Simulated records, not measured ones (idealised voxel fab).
process module | voxel transistor to metal
cross-section cut | 215 nm wide | cells 5 nm
A cross-section is a grid of square cells, given in bands from the top down. A band is one or more rows of cells.
Each band's line starts with the height of the band's top and of its bottom, in nm. Then come its materials from left to right, each with its width in nm. One material with "throughout" fills the band from edge to edge. "air" is empty space.
Height 0 is the level under which the wafer as received is all one material. The lowest band goes on downwards, as in "0 down".
A width such as "30 to 40" changes by the same amount from each row of cells to the next, from the band's top row to its bottom row.
"no change" after a step means that no cell of the cross-section changed.
closed voids: empty space of 8 cells or more with no open way to the top, each as width x height at its distance from the left edge, in nm
after a step's settings: what the simulator itself notes on the step
overlay nm, on a step with a mask: how far to the right of its planned place the mask lay; to the left if negative
Each pair below shows a cross-section before one step and the cross-section after it, down to the lowest band that changed. The line under each pair gives the step between them, with its settings. The pairs can come from different runs of this module on the same starting wafer, so a pair continues from the pair above only where its "before" says so.
before
  0 down: Si throughout
  closed voids: none
after
  5 to 0: SiO2 throughout
  below 0: unchanged
  closed voids: none
the step between: op CONFORMAL_DEP | material SiO2 | thk nm 5
before: the cross-section after the pair above
after
  20 to 5: SiN throughout
  below 5: unchanged
  closed voids: none
the step between: op CONFORMAL_DEP | material SiN | thk nm 15
before: the cross-section after the pair above
after
  20 to 5: air 50 | SiN 110 | air 55
  below 5: unchanged
  closed voids: none
the step between: op MASKED_ETCH | tone cover | mask id ACTIVE | width nm 110 | etch materials SiN | depth nm 15 | overlay nm 0
before: the cross-section after the pair above
after
  20 to 5: air 50 | SiN 110 | air 55
  5 to 0: air 50 | SiO2 110 | air 55
  below 0: unchanged
  closed voids: none
the step between: op MASKED_ETCH | tone cover | mask id ACTIVE | width nm 110 | etch materials SiO2 | depth nm 5 | overlay nm 0
before: the cross-section after the pair above
after
  20 to 5: air 50 | SiN 110 | air 55
  5 to 0: air 50 | SiO2 110 | air 55
  0 to -25: air 50 | Si 110 | air 55
  below -25: unchanged
  closed voids: none
the step between: op MASKED_ETCH | tone cover | mask id ACTIVE | width nm 110 | etch materials Si | depth nm 25 | overlay nm 0
before: the cross-section after the pair above
after
  20 to 5: air 50 | SiN 110 | air 55
  5 to 0: air 50 | SiO2 110 | air 55
  0 to -25: air 50 | SiO2 5 | Si 100 | SiO2 5 | air 55
  -25 to -30: SiO2 55 | Si 100 | SiO2 60
  below -30: unchanged
  closed voids: none
the step between: op OXIDIZE | depth nm 5
before: the cross-section after the pair above
after
  35 to 20: SiO2 throughout
  20 to 5: SiO2 50 | SiN 110 | SiO2 55
  5 to 0: SiO2 throughout
  0 to -30: SiO2 55 | Si 100 | SiO2 60
  below -30: unchanged
  closed voids: none
the step between: op FILL_DEP | material SiO2 | thk nm 15
before: the cross-section after the pair above
after
  20 to 5: SiO2 50 | SiN 110 | SiO2 55
  below 5: unchanged
  closed voids: none
the step between: op CMP | height nm 20
before: the cross-section after the pair above
after
  20 to 5: air 50 | SiN 110 | air 55
  below 5: unchanged
  closed voids: none
the step between: op SELECTIVE_ETCH | etch materials SiO2 | depth nm 15
before: the cross-section after the pair above
after
  5 to 0: SiO2 throughout
  below 0: unchanged
  closed voids: none
the step between: op STRIP | etch materials SiN
before: the cross-section after the pair above
after
  0 to -30: SiO2 55 | Si 100 | SiO2 60
  below -30: unchanged
  closed voids: none
the step between: op SELECTIVE_ETCH | etch materials SiO2 | depth nm 5
before: the cross-section after the pair above
after
  0 to -5: SiO2 throughout
  below -5: unchanged
  closed voids: none
the step between: op OXIDIZE | depth nm 5
before: the cross-section after the pair above
after
  30 to 0: polySi throughout
  below 0: unchanged
  closed voids: none
the step between: op DIRECTIONAL_DEP | material polySi | thk nm 30
before: the cross-section after the pair above
after
  45 to 30: SiCN throughout
  below 30: unchanged
  closed voids: none
the step between: op DIRECTIONAL_DEP | material SiCN | thk nm 15
before: the cross-section after the pair above
after
  60 to 45: aC throughout
  below 45: unchanged
  closed voids: none
the step between: op DIRECTIONAL_DEP | material aC | thk nm 15
before: the cross-section after the pair above
after
  90 to 60: air 90 | resist 30 | air 95
  below 60: unchanged
  closed voids: none
the step between: op PATTERN | tone cover | mask id GATE | material resist | width nm 30 | thk nm 30 | overlay nm 0
before: the cross-section after the pair above
after
  75 to 60: air 90 | resist 30 | air 95
  60 to 45: air 90 | aC 30 | air 95
  below 45: unchanged
  closed voids: none
the step between: op DIRECTIONAL_ETCH | etch materials aC | depth nm 15
before: the cross-section after the pair above
after
  60 to 45: air 90 | aC 30 | air 95
  below 45: unchanged
  closed voids: none
the step between: op STRIP | etch materials resist
before: the cross-section after the pair above
after
  60 to 45: air 90 | aC 30 | air 95
  45 to 30: air 90 | SiCN 30 | air 95
  below 30: unchanged
  closed voids: none
the step between: op DIRECTIONAL_ETCH | etch materials SiCN | depth nm 25
before: the cross-section after the pair above
after
  60 to 45: air 90 | aC 30 | air 95
  45 to 30: air 90 | SiCN 30 | air 95
  30 to 0: air 90 | polySi 30 | air 95
  below 0: unchanged
  closed voids: none
the step between: op DIRECTIONAL_ETCH | etch materials polySi | depth nm 40
before: the cross-section after the pair above
after
  45 to 30: air 90 | SiCN 30 | air 95
  below 30: unchanged
  closed voids: none
the step between: op STRIP | etch materials aC
before: the cross-section after the pair above
after
  50 to 45: air 85 | SiO2 40 | air 90
  45 to 30: air 85 | SiO2 5 | SiCN 30 | SiO2 5 | air 90
  30 to 5: air 85 | SiO2 5 | polySi 30 | SiO2 5 | air 90
  5 to 0: SiO2 90 | polySi 30 | SiO2 95
  below 0: unchanged
  closed voids: none
the step between: op CONFORMAL_DEP | material SiO2 | thk nm 5
before: the cross-section after the pair above
after
  45 to 30: air 85 | SiO2 5 | SiCN 30 | SiO2 5 | air 90
  30 to 0: air 85 | SiO2 5 | polySi 30 | SiO2 5 | air 90
  below 0: unchanged
  closed voids: none
the step between: op DIRECTIONAL_ETCH | etch materials SiO2 | depth nm 5
before: the cross-section after the pair above
after
  50 to 45: air 80 | SiN 50 | air 85
  45 to 30: air 80 | SiN 5 | SiO2 5 | SiCN 30 | SiO2 5 | SiN 5 | air 85
  30 to 5: air 80 | SiN 5 | SiO2 5 | polySi 30 | SiO2 5 | SiN 5 | air 85
  5 to 0: SiN 85 | SiO2 5 | polySi 30 | SiO2 5 | SiN 90
  below 0: unchanged
  closed voids: none
the step between: op CONFORMAL_DEP | material SiN | thk nm 5
before: the cross-section after the pair above
after
  45 to 30: air 80 | SiN 5 | SiO2 5 | SiCN 30 | SiO2 5 | SiN 5 | air 85
  30 to 0: air 80 | SiN 5 | SiO2 5 | polySi 30 | SiO2 5 | SiN 5 | air 85
  below 0: unchanged
  closed voids: none
the step between: op DIRECTIONAL_ETCH | etch materials SiN | depth nm 5
before: the cross-section after the pair above
after
  45 to 40: air 80 | SiN 5 | air 5 | SiCN 30 | air 5 | SiN 5 | air 85
  40 to 30: air 80 | SiN 5 | SiO2 5 | SiCN 30 | SiO2 5 | SiN 5 | air 85
  30 to 0: air 80 | SiN 5 | SiO2 5 | polySi 30 | SiO2 5 | SiN 5 | air 85
  0 to -5: air 80 | SiO2 50 | air 85
  below -5: unchanged
  closed voids: none
the step between: op DIRECTIONAL_ETCH | etch materials SiO2 | depth nm 5
before: the cross-section after the pair above
after
  45 to 40: air 80 | SiN 5 | air 5 | SiCN 30 | air 5 | SiN 5 | air 85
  40 to 30: air 80 | SiN 5 | SiO2 5 | SiCN 30 | SiO2 5 | SiN 5 | air 85
  30 to 0: air 80 | SiN 5 | SiO2 5 | polySi 30 | SiO2 5 | SiN 5 | air 85
  0 to -5: air 80 | SiO2 50 | air 85
  -5 to -10: SiO2 55 | air 25 | Si 50 | air 25 | SiO2 60
  below -10: unchanged
  closed voids: none
the step between: op DIRECTIONAL_ETCH | etch materials Si | depth nm 5
before: the cross-section after the pair above
after
  45 to 40: air 80 | SiN 5 | air 5 | SiCN 30 | air 5 | SiN 5 | air 85
  40 to 30: air 80 | SiN 5 | SiO2 5 | SiCN 30 | SiO2 5 | SiN 5 | air 85
  30 to 0: air 80 | SiN 5 | SiO2 5 | polySi 30 | SiO2 5 | SiN 5 | air 85
  0 to -5: air 75 | pSi 5 | SiO2 50 | pSi 5 | air 80
  -5 to -10: SiO2 55 | pSi 25 | Si 50 | pSi 25 | SiO2 60
  below -10: unchanged
  closed voids: none
the step between: op EPI | material pSi | thk nm 5
before: the cross-section after the pair above
after
  50 to 45: SiO2 throughout
  45 to 30: SiO2 80 | SiN 5 | SiO2 5 | SiCN 30 | SiO2 5 | SiN 5 | SiO2 85
  30 to 0: SiO2 80 | SiN 5 | SiO2 5 | polySi 30 | SiO2 5 | SiN 5 | SiO2 85
  0 to -5: SiO2 75 | pSi 5 | SiO2 50 | pSi 5 | SiO2 80
  below -5: unchanged
  closed voids: none
the step between: op FILL_DEP | material SiO2 | thk nm 5
before: the cross-section after the pair above
after
  30 to 0: SiO2 80 | SiN 5 | SiO2 5 | polySi 30 | SiO2 5 | SiN 5 | SiO2 85
  below 0: unchanged
  closed voids: none
the step between: op CMP | height nm 30
before: the cross-section after the pair above
after
  30 to 0: SiO2 80 | SiN 5 | SiO2 5 | air 30 | SiO2 5 | SiN 5 | SiO2 85
  below 0: unchanged
  closed voids: none
the step between: op STRIP | etch materials polySi
before: the cross-section after the pair above
after
  30 to 25: air 80 | SiN 5 | air 40 | SiN 5 | air 85
  25 to 0: SiO2 80 | SiN 5 | air 40 | SiN 5 | SiO2 85
  0 to -5: SiO2 75 | pSi 5 | SiO2 5 | air 40 | SiO2 5 | pSi 5 | SiO2 80
  below -5: unchanged
  closed voids: none
the step between: op SELECTIVE_ETCH | etch materials SiO2 | depth nm 5
before: the cross-section after the pair above
after
  35 to 30: air 75 | HfO2 15 | air 30 | HfO2 15 | air 80
  30 to 25: HfO2 80 | SiN 5 | HfO2 5 | air 30 | HfO2 5 | SiN 5 | HfO2 85
  25 to 0: SiO2 80 | SiN 5 | HfO2 5 | air 30 | HfO2 5 | SiN 5 | SiO2 85
  0 to -5: SiO2 75 | pSi 5 | SiO2 5 | HfO2 40 | SiO2 5 | pSi 5 | SiO2 80
  below -5: unchanged
  closed voids: none
the step between: op CONFORMAL_DEP | material HfO2 | thk nm 5
before: the cross-section after the pair above
after
  40 to 35: air 70 | TiN 25 | air 20 | TiN 25 | air 75
  35 to 30: TiN 75 | HfO2 15 | TiN 5 | air 20 | TiN 5 | HfO2 15 | TiN 80
  30 to 25: HfO2 80 | SiN 5 | HfO2 5 | TiN 5 | air 20 | TiN 5 | HfO2 5 | SiN 5 | HfO2 85
  25 to 5: SiO2 80 | SiN 5 | HfO2 5 | TiN 5 | air 20 | TiN 5 | HfO2 5 | SiN 5 | SiO2 85
  5 to 0: SiO2 80 | SiN 5 | HfO2 5 | TiN 30 | HfO2 5 | SiN 5 | SiO2 85
  below 0: unchanged
  closed voids: none
the step between: op CONFORMAL_DEP | material TiN | thk nm 5
before: the cross-section after the pair above
after
  45 to 40: W throughout
  40 to 35: W 70 | TiN 25 | W 20 | TiN 25 | W 75
  35 to 30: TiN 75 | HfO2 15 | TiN 5 | W 20 | TiN 5 | HfO2 15 | TiN 80
  30 to 25: HfO2 80 | SiN 5 | HfO2 5 | TiN 5 | W 20 | TiN 5 | HfO2 5 | SiN 5 | HfO2 85
  25 to 5: SiO2 80 | SiN 5 | HfO2 5 | TiN 5 | W 20 | TiN 5 | HfO2 5 | SiN 5 | SiO2 85
  below 5: unchanged
  closed voids: none
the step between: op FILL_DEP | material W | thk nm 5
before: the cross-section after the pair above
after
  25 to 5: SiO2 80 | SiN 5 | HfO2 5 | TiN 5 | W 20 | TiN 5 | HfO2 5 | SiN 5 | SiO2 85
  below 5: unchanged
  closed voids: none
the step between: op CMP | height nm 25
before: the cross-section after the pair above
after
  40 to 25: SiO2 throughout
  below 25: unchanged
  closed voids: none
the step between: op DIRECTIONAL_DEP | material SiO2 | thk nm 15
before: the cross-section after the pair above
after
  55 to 40: aC throughout
  below 40: unchanged
  closed voids: none
the step between: op DIRECTIONAL_DEP | material aC | thk nm 15
before: the cross-section after the pair above
after
  85 to 55: resist 55 | air 20 | resist 60 | air 20 | resist 60
  below 55: unchanged
  closed voids: none
the step between: op PATTERN | tone open | mask id CONTACT | material resist | width nm 20 | pitch nm 80 | thk nm 30 | overlay nm 0
before: the cross-section after the pair above
after
  70 to 55: resist 55 | air 20 | resist 60 | air 20 | resist 60
  55 to 40: aC 55 | air 20 | aC 60 | air 20 | aC 60
  below 40: unchanged
  closed voids: none
the step between: op DIRECTIONAL_ETCH | etch materials aC | depth nm 15
before: the cross-section after the pair above
after
  55 to 40: aC 55 | air 20 | aC 60 | air 20 | aC 60
  below 40: unchanged
  closed voids: none
the step between: op STRIP | etch materials resist
before: the cross-section after the pair above
after
  55 to 40: aC 55 | air 20 | aC 60 | air 20 | aC 60
  40 to 25: SiO2 55 | air 20 | SiO2 60 | air 20 | SiO2 60
  25 to 5: SiO2 55 | air 20 | SiO2 5 | SiN 5 | HfO2 5 | TiN 5 | W 20 | TiN 5 | HfO2 5 | SiN 5 | SiO2 5 | air 20 | SiO2 60
  5 to 0: SiO2 55 | air 20 | SiO2 5 | SiN 5 | HfO2 5 | TiN 30 | HfO2 5 | SiN 5 | SiO2 5 | air 20 | SiO2 60
  0 to -5: SiO2 55 | air 20 | pSi 5 | SiO2 5 | HfO2 40 | SiO2 5 | pSi 5 | air 20 | SiO2 60
  below -5: unchanged
  closed voids: none
the step between: op DIRECTIONAL_ETCH | etch materials SiO2 | depth nm 45
before: the cross-section after the pair above
after
  40 to 25: SiO2 55 | air 20 | SiO2 60 | air 20 | SiO2 60
  below 25: unchanged
  closed voids: none
the step between: op STRIP | etch materials aC
before: the cross-section after the pair above
after
  45 to 40: TiN 60 | air 10 | TiN 70 | air 10 | TiN 65
  40 to 25: SiO2 55 | TiN 5 | air 10 | TiN 5 | SiO2 60 | TiN 5 | air 10 | TiN 5 | SiO2 60
  25 to 5: SiO2 55 | TiN 5 | air 10 | TiN 5 | SiO2 5 | SiN 5 | HfO2 5 | TiN 5 | W 20 | TiN 5 | HfO2 5 | SiN 5 | SiO2 5 | TiN 5 | air 10 | TiN 5 | SiO2 60
  5 to 0: SiO2 55 | TiN 5 | air 10 | TiN 5 | SiO2 5 | SiN 5 | HfO2 5 | TiN 30 | HfO2 5 | SiN 5 | SiO2 5 | TiN 5 | air 10 | TiN 5 | SiO2 60
  0 to -5: SiO2 55 | TiN 20 | pSi 5 | SiO2 5 | HfO2 40 | SiO2 5 | pSi 5 | TiN 20 | SiO2 60
  below -5: unchanged
  closed voids: none
the step between: op CONFORMAL_DEP | material TiN | thk nm 5
before: the cross-section after the pair above
after
  55 to 45: W throughout
  45 to 40: TiN 60 | W 10 | TiN 70 | W 10 | TiN 65
  40 to 25: SiO2 55 | TiN 5 | W 10 | TiN 5 | SiO2 60 | TiN 5 | W 10 | TiN 5 | SiO2 60
  25 to 5: SiO2 55 | TiN 5 | W 10 | TiN 5 | SiO2 5 | SiN 5 | HfO2 5 | TiN 5 | W 20 | TiN 5 | HfO2 5 | SiN 5 | SiO2 5 | TiN 5 | W 10 | TiN 5 | SiO2 60
  5 to 0: SiO2 55 | TiN 5 | W 10 | TiN 5 | SiO2 5 | SiN 5 | HfO2 5 | TiN 30 | HfO2 5 | SiN 5 | SiO2 5 | TiN 5 | W 10 | TiN 5 | SiO2 60
  below 0: unchanged
  closed voids: none
the step between: op FILL_DEP | material W | thk nm 10
before: the cross-section after the pair above
after
  40 to 25: SiO2 55 | TiN 5 | W 10 | TiN 5 | SiO2 60 | TiN 5 | W 10 | TiN 5 | SiO2 60
  below 25: unchanged
  closed voids: none
the step between: op CMP | height nm 40
before: the cross-section after the pair above
after
  45 to 40: TiN throughout
  below 40: unchanged
  closed voids: none
the step between: op DIRECTIONAL_DEP | material TiN | thk nm 5
before: the cross-section after the pair above
after
  65 to 45: Ru throughout
  below 45: unchanged
  closed voids: none
the step between: op DIRECTIONAL_DEP | material Ru | thk nm 20
before: the cross-section after the pair above
after
  75 to 65: aC throughout
  below 65: unchanged
  closed voids: none
the step between: op DIRECTIONAL_DEP | material aC | thk nm 10
before: the cross-section after the pair above
after
  100 to 75: air 55 | resist 20 | air 60 | resist 20 | air 60
  below 75: unchanged
  closed voids: none
the step between: op PATTERN | tone cover | mask id METAL_1 | material resist | width nm 20 | pitch nm 80 | thk nm 25 | overlay nm 0
before: the cross-section after the pair above
after
  90 to 75: air 55 | resist 20 | air 60 | resist 20 | air 60
  75 to 65: air 55 | aC 20 | air 60 | aC 20 | air 60
  below 65: unchanged
  closed voids: none
the step between: op DIRECTIONAL_ETCH | etch materials aC | depth nm 10
before: the cross-section after the pair above
after
  75 to 65: air 55 | aC 20 | air 60 | aC 20 | air 60
  below 65: unchanged
  closed voids: none
the step between: op STRIP | etch materials resist
before: the cross-section after the pair above
after
  75 to 65: air 55 | aC 20 | air 60 | aC 20 | air 60
  65 to 45: air 55 | Ru 20 | air 60 | Ru 20 | air 60
  below 45: unchanged
  closed voids: none
the step between: op DIRECTIONAL_ETCH | etch materials Ru | depth nm 20
before: the cross-section after the pair above
after
  75 to 65: air 55 | aC 20 | air 60 | aC 20 | air 60
  65 to 45: air 55 | Ru 20 | air 60 | Ru 20 | air 60
  45 to 40: air 55 | TiN 20 | air 60 | TiN 20 | air 60
  below 40: unchanged
  closed voids: none
the step between: op DIRECTIONAL_ETCH | etch materials TiN | depth nm 5
before: the cross-section after the pair above
after
  65 to 45: air 55 | Ru 20 | air 60 | Ru 20 | air 60
  below 45: unchanged
  closed voids: none
the step between: op STRIP | etch materials aC
before: the cross-section after the pair above
after
  70 to 65: air 50 | SiCN 30 | air 50 | SiCN 30 | air 55
  65 to 45: air 50 | SiCN 5 | Ru 20 | SiCN 5 | air 50 | SiCN 5 | Ru 20 | SiCN 5 | air 55
  45 to 40: SiCN 55 | TiN 20 | SiCN 60 | TiN 20 | SiCN 60
  below 40: unchanged
  closed voids: none
the step between: op CONFORMAL_DEP | material SiCN | thk nm 5
before: the cross-section after the pair above
after
  80 to 70: SiO2 throughout
  70 to 65: SiO2 50 | SiCN 30 | SiO2 50 | SiCN 30 | SiO2 55
  65 to 45: SiO2 50 | SiCN 5 | Ru 20 | SiCN 5 | SiO2 50 | SiCN 5 | Ru 20 | SiCN 5 | SiO2 55
  below 45: unchanged
  closed voids: none
the step between: op FILL_DEP | material SiO2 | thk nm 10
before: the cross-section after the pair above
after
  65 to 45: SiO2 50 | SiCN 5 | Ru 20 | SiCN 5 | SiO2 50 | SiCN 5 | Ru 20 | SiCN 5 | SiO2 55
  below 45: unchanged
  closed voids: none
the step between: op CMP | height nm 65
before: the cross-section after the pair above
after
  70 to 65: SiCN throughout
  below 65: unchanged
  closed voids: none
the step between: op CONFORMAL_DEP | material SiCN | thk nm 5
before
  45 to 40: W throughout
  40 to 35: W 70 | TiN 25 | W 20 | TiN 25 | W 75
  35 to 30: TiN 75 | HfO2 15 | TiN 5 | W 20 | TiN 5 | HfO2 15 | TiN 80
  30 to 25: HfO2 80 | SiN 5 | HfO2 5 | TiN 5 | W 20 | TiN 5 | HfO2 5 | SiN 5 | HfO2 85
  25 to 5: SiO2 80 | SiN 5 | HfO2 5 | TiN 5 | W 20 | TiN 5 | HfO2 5 | SiN 5 | SiO2 85
  5 to 0: SiO2 80 | SiN 5 | HfO2 5 | TiN 30 | HfO2 5 | SiN 5 | SiO2 85
  0 to -5: SiO2 75 | pSi 5 | SiO2 5 | HfO2 40 | SiO2 5 | pSi 5 | SiO2 80
  -5 to -10: SiO2 55 | pSi 25 | Si 50 | pSi 25 | SiO2 60
  -10 to -30: SiO2 55 | Si 100 | SiO2 60
  -30 down: Si throughout
  closed voids: none
after
  60 to 45: SiO2 throughout
  below 45: unchanged
  closed voids: none
the step between: op DIRECTIONAL_DEP | material SiO2 | thk nm 15
before: the cross-section after the pair above
after
  75 to 60: aC throughout
  below 60: unchanged
  closed voids: none
the step between: op DIRECTIONAL_DEP | material aC | thk nm 15
before: the cross-section after the pair above
after
  105 to 75: resist 55 | air 20 | resist 60 | air 20 | resist 60
  below 75: unchanged
  closed voids: none
the step between: op PATTERN | tone open | mask id CONTACT | material resist | width nm 20 | pitch nm 80 | thk nm 30 | overlay nm 0
before: the cross-section after the pair above
after
  90 to 75: resist 55 | air 20 | resist 60 | air 20 | resist 60
  75 to 60: aC 55 | air 20 | aC 60 | air 20 | aC 60
  below 60: unchanged
  closed voids: none
the step between: op DIRECTIONAL_ETCH | etch materials aC | depth nm 15
before: the cross-section after the pair above
after
  75 to 60: aC 55 | air 20 | aC 60 | air 20 | aC 60
  below 60: unchanged
  closed voids: none
the step between: op STRIP | etch materials resist
before: the cross-section after the pair above
after
  75 to 60: aC 55 | air 20 | aC 60 | air 20 | aC 60
  60 to 45: SiO2 55 | air 20 | SiO2 60 | air 20 | SiO2 60
  below 45: unchanged
  closed voids: none
the step between: op DIRECTIONAL_ETCH | etch materials SiO2 | depth nm 45
before: the cross-section after the pair above
after
  60 to 45: SiO2 55 | air 20 | SiO2 60 | air 20 | SiO2 60
  below 45: unchanged
  closed voids: none
the step between: op STRIP | etch materials aC
before: the cross-section after the pair above
after
  65 to 60: TiN 60 | air 10 | TiN 70 | air 10 | TiN 65
  60 to 50: SiO2 55 | TiN 5 | air 10 | TiN 5 | SiO2 60 | TiN 5 | air 10 | TiN 5 | SiO2 60
  50 to 45: SiO2 55 | TiN 20 | SiO2 60 | TiN 20 | SiO2 60
  below 45: unchanged
  closed voids: none
the step between: op CONFORMAL_DEP | material TiN | thk nm 5
before: the cross-section after the pair above
after
  75 to 65: W throughout
  65 to 60: TiN 60 | W 10 | TiN 70 | W 10 | TiN 65
  60 to 50: SiO2 55 | TiN 5 | W 10 | TiN 5 | SiO2 60 | TiN 5 | W 10 | TiN 5 | SiO2 60
  below 50: unchanged
  closed voids: none
the step between: op FILL_DEP | material W | thk nm 10
before: the cross-section after the pair above
after
  40 to 35: W 70 | TiN 25 | W 20 | TiN 25 | W 75
  below 35: unchanged
  closed voids: none
the step between: op CMP | height nm 40
before: the cross-section after the pair above
after
  45 to 40: TiN throughout
  below 40: unchanged
  closed voids: none
the step between: op DIRECTIONAL_DEP | material TiN | thk nm 5
before: the cross-section after the pair above
after
  65 to 45: Ru throughout
  below 45: unchanged
  closed voids: none
the step between: op DIRECTIONAL_DEP | material Ru | thk nm 20
before: the cross-section after the pair above
after
  75 to 65: aC throughout
  below 65: unchanged
  closed voids: none
the step between: op DIRECTIONAL_DEP | material aC | thk nm 10
before: the cross-section after the pair above
after
  100 to 75: air 55 | resist 20 | air 60 | resist 20 | air 60
  below 75: unchanged
  closed voids: none
the step between: op PATTERN | tone cover | mask id METAL_1 | material resist | width nm 20 | pitch nm 80 | thk nm 25 | overlay nm 0
before: the cross-section after the pair above
after
  90 to 75: air 55 | resist 20 | air 60 | resist 20 | air 60
  75 to 65: air 55 | aC 20 | air 60 | aC 20 | air 60
  below 65: unchanged
  closed voids: none
the step between: op DIRECTIONAL_ETCH | etch materials aC | depth nm 10
before: the cross-section after the pair above
after
  75 to 65: air 55 | aC 20 | air 60 | aC 20 | air 60
  below 65: unchanged
  closed voids: none
the step between: op STRIP | etch materials resist
before: the cross-section after the pair above
after
  75 to 65: air 55 | aC 20 | air 60 | aC 20 | air 60
  65 to 45: air 55 | Ru 20 | air 60 | Ru 20 | air 60
  below 45: unchanged
  closed voids: none
the step between: op DIRECTIONAL_ETCH | etch materials Ru | depth nm 20
before: the cross-section after the pair above
after
  75 to 65: air 55 | aC 20 | air 60 | aC 20 | air 60
  65 to 45: air 55 | Ru 20 | air 60 | Ru 20 | air 60
  45 to 40: air 55 | TiN 20 | air 60 | TiN 20 | air 60
  below 40: unchanged
  closed voids: none
the step between: op DIRECTIONAL_ETCH | etch materials TiN | depth nm 5
before: the cross-section after the pair above
after
  65 to 45: air 55 | Ru 20 | air 60 | Ru 20 | air 60
  below 45: unchanged
  closed voids: none
the step between: op STRIP | etch materials aC
before: the cross-section after the pair above
after
  70 to 65: air 50 | SiCN 30 | air 50 | SiCN 30 | air 55
  65 to 45: air 50 | SiCN 5 | Ru 20 | SiCN 5 | air 50 | SiCN 5 | Ru 20 | SiCN 5 | air 55
  45 to 40: SiCN 55 | TiN 20 | SiCN 60 | TiN 20 | SiCN 60
  below 40: unchanged
  closed voids: none
the step between: op CONFORMAL_DEP | material SiCN | thk nm 5
before: the cross-section after the pair above
after
  80 to 70: SiO2 throughout
  70 to 65: SiO2 50 | SiCN 30 | SiO2 50 | SiCN 30 | SiO2 55
  65 to 45: SiO2 50 | SiCN 5 | Ru 20 | SiCN 5 | SiO2 50 | SiCN 5 | Ru 20 | SiCN 5 | SiO2 55
  below 45: unchanged
  closed voids: none
the step between: op FILL_DEP | material SiO2 | thk nm 10
before: the cross-section after the pair above
after
  65 to 45: SiO2 50 | SiCN 5 | Ru 20 | SiCN 5 | SiO2 50 | SiCN 5 | Ru 20 | SiCN 5 | SiO2 55
  below 45: unchanged
  closed voids: none
the step between: op CMP | height nm 65
before: the cross-section after the pair above
after
  70 to 65: SiCN throughout
  below 65: unchanged
  closed voids: none
the step between: op CONFORMAL_DEP | material SiCN | thk nm 5
before
  40 to 25: SiO2 throughout
  25 to 5: SiO2 80 | SiN 5 | HfO2 5 | TiN 5 | W 20 | TiN 5 | HfO2 5 | SiN 5 | SiO2 85
  5 to 0: SiO2 80 | SiN 5 | HfO2 5 | TiN 30 | HfO2 5 | SiN 5 | SiO2 85
  0 to -5: SiO2 75 | pSi 5 | SiO2 5 | HfO2 40 | SiO2 5 | pSi 5 | SiO2 80
  -5 to -10: SiO2 55 | pSi 25 | Si 50 | pSi 25 | SiO2 60
  -10 to -30: SiO2 55 | Si 100 | SiO2 60
  -30 down: Si throughout
  closed voids: none
after
  55 to 25: SiO2 throughout
  below 25: unchanged
  closed voids: none
the step between: op DIRECTIONAL_DEP | material SiO2 | thk nm 15
before: the cross-section after the pair above
after
  70 to 55: aC throughout
  below 55: unchanged
  closed voids: none
the step between: op DIRECTIONAL_DEP | material aC | thk nm 15
before: the cross-section after the pair above
after
  100 to 70: resist 55 | air 20 | resist 60 | air 20 | resist 60
  below 70: unchanged
  closed voids: none
the step between: op PATTERN | tone open | mask id CONTACT | material resist | width nm 20 | pitch nm 80 | thk nm 30 | overlay nm 0
before: the cross-section after the pair above
after
  85 to 70: resist 55 | air 20 | resist 60 | air 20 | resist 60
  70 to 55: aC 55 | air 20 | aC 60 | air 20 | aC 60
  below 55: unchanged
  closed voids: none
the step between: op DIRECTIONAL_ETCH | etch materials aC | depth nm 15
before: the cross-section after the pair above
after
  70 to 55: aC 55 | air 20 | aC 60 | air 20 | aC 60
  below 55: unchanged
  closed voids: none
the step between: op STRIP | etch materials resist
before: the cross-section after the pair above
after
  70 to 55: aC 55 | air 20 | aC 60 | air 20 | aC 60
  55 to 25: SiO2 55 | air 20 | SiO2 60 | air 20 | SiO2 60
  25 to 10: SiO2 55 | air 20 | SiO2 5 | SiN 5 | HfO2 5 | TiN 5 | W 20 | TiN 5 | HfO2 5 | SiN 5 | SiO2 5 | air 20 | SiO2 60
  below 10: unchanged
  closed voids: none
the step between: op DIRECTIONAL_ETCH | etch materials SiO2 | depth nm 45
before: the cross-section after the pair above
after
  55 to 25: SiO2 55 | air 20 | SiO2 60 | air 20 | SiO2 60
  below 25: unchanged
  closed voids: none
the step between: op STRIP | etch materials aC
before: the cross-section after the pair above
after
  60 to 55: TiN 60 | air 10 | TiN 70 | air 10 | TiN 65
  55 to 25: SiO2 55 | TiN 5 | air 10 | TiN 5 | SiO2 60 | TiN 5 | air 10 | TiN 5 | SiO2 60
  25 to 15: SiO2 55 | TiN 5 | air 10 | TiN 5 | SiO2 5 | SiN 5 | HfO2 5 | TiN 5 | W 20 | TiN 5 | HfO2 5 | SiN 5 | SiO2 5 | TiN 5 | air 10 | TiN 5 | SiO2 60
  15 to 10: SiO2 55 | TiN 20 | SiO2 5 | SiN 5 | HfO2 5 | TiN 5 | W 20 | TiN 5 | HfO2 5 | SiN 5 | SiO2 5 | TiN 20 | SiO2 60
  below 10: unchanged
  closed voids: none
the step between: op CONFORMAL_DEP | material TiN | thk nm 5
before: the cross-section after the pair above
after
  70 to 60: W throughout
  60 to 55: TiN 60 | W 10 | TiN 70 | W 10 | TiN 65
  55 to 25: SiO2 55 | TiN 5 | W 10 | TiN 5 | SiO2 60 | TiN 5 | W 10 | TiN 5 | SiO2 60
  25 to 15: SiO2 55 | TiN 5 | W 10 | TiN 5 | SiO2 5 | SiN 5 | HfO2 5 | TiN 5 | W 20 | TiN 5 | HfO2 5 | SiN 5 | SiO2 5 | TiN 5 | W 10 | TiN 5 | SiO2 60
  below 15: unchanged
  closed voids: none
the step between: op FILL_DEP | material W | thk nm 10
before: the cross-section after the pair above
after
  40 to 25: SiO2 55 | TiN 5 | W 10 | TiN 5 | SiO2 60 | TiN 5 | W 10 | TiN 5 | SiO2 60
  below 25: unchanged
  closed voids: none
the step between: op CMP | height nm 40
before: the cross-section after the pair above
after
  45 to 40: TiN throughout
  below 40: unchanged
  closed voids: none
the step between: op DIRECTIONAL_DEP | material TiN | thk nm 5
before: the cross-section after the pair above
after
  65 to 45: Ru throughout
  below 45: unchanged
  closed voids: none
the step between: op DIRECTIONAL_DEP | material Ru | thk nm 20
before: the cross-section after the pair above
after
  75 to 65: aC throughout
  below 65: unchanged
  closed voids: none
the step between: op DIRECTIONAL_DEP | material aC | thk nm 10
before: the cross-section after the pair above
after
  100 to 75: air 55 | resist 20 | air 60 | resist 20 | air 60
  below 75: unchanged
  closed voids: none
the step between: op PATTERN | tone cover | mask id METAL_1 | material resist | width nm 20 | pitch nm 80 | thk nm 25 | overlay nm 0
before: the cross-section after the pair above
after
  90 to 75: air 55 | resist 20 | air 60 | resist 20 | air 60
  75 to 65: air 55 | aC 20 | air 60 | aC 20 | air 60
  below 65: unchanged
  closed voids: none
the step between: op DIRECTIONAL_ETCH | etch materials aC | depth nm 10
before: the cross-section after the pair above
after
  75 to 65: air 55 | aC 20 | air 60 | aC 20 | air 60
  below 65: unchanged
  closed voids: none
the step between: op STRIP | etch materials resist
